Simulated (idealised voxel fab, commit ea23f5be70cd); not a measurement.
process module | voxel released beams
cross-section cut | 225 nm wide | cells 5 nm
A cross-section is a grid of square cells, given in bands from the top down. A band is one or more rows of cells.
Each band's line starts with the height of the band's top and of its bottom, in nm. Then come its materials from left to right, each with its width in nm. One material with "throughout" fills the band from edge to edge. "air" is empty space.
Height 0 is the level under which the wafer as received is all one material. The lowest band goes on downwards, as in "0 down".
A width such as "30 to 40" changes by the same amount from each row of cells to the next, from the band's top row to its bottom row.
"no change" after a step means that no cell of the cross-section changed.
closed voids: empty space of 8 cells or more with no open way to the top, each as width x height at its distance from the left edge, in nm
after a step's settings: what the simulator itself notes on the step
overlay nm, on a step with a mask: how far to the right of its planned place the mask lay; to the left if negative
plan
1 op RECEIVE | material Si
2 op CONFORMAL_DEP | material Al2O3 | thk nm 10
3 op DIRECTIONAL_DEP | material SiO2 | thk nm 20
4 op DIRECTIONAL_DEP | material aC | thk nm 15
5 op PATTERN | tone open | mask id ANCHOR | material resist | width nm 45 | thk nm 35 | overlay nm 0
6 op DIRECTIONAL_ETCH | etch materials aC | depth nm 15
7 op STRIP | etch materials resist
8 op DIRECTIONAL_ETCH | etch materials SiO2 | depth nm 20
9 op STRIP | etch materials aC
10 op CONFORMAL_DEP | material polySi | thk nm 15
11 op PATTERN | tone cover | mask id BEAM | material resist | width nm 120 | thk nm 20 | overlay nm 0
12 op DIRECTIONAL_ETCH | etch materials polySi | depth nm 15
13 op STRIP | etch materials resist
14 op STRIP | etch materials SiO2
as received, after step 1
  0 down: Si throughout
  closed voids: none
first wafer at the end, as planned
  45 to 30: air 50 | polySi 20 | air 15 | polySi 85 | air 55
  30 to 25: air 55 | polySi 15 | air 15 | polySi 15 | air 125
  25 to 10: air 55 | polySi 45 | air 125
  10 to 0: Al2O3 throughout
  0 down: Si throughout
  closed voids: none
second wafer at the end: like start, like plan, one mistake
  35 to 20: air 50 | polySi 20 | air 15 | polySi 85 | air 55
  20 to 15: air 55 | polySi 15 | air 15 | polySi 15 | air 125
  15 to 0: air 55 | polySi 45 | air 125
  0 down: Si throughout
  closed voids: none
what went wrong: step 2 was left out
at the end the second wafer has, in cells: 90 fewer of Al2O3
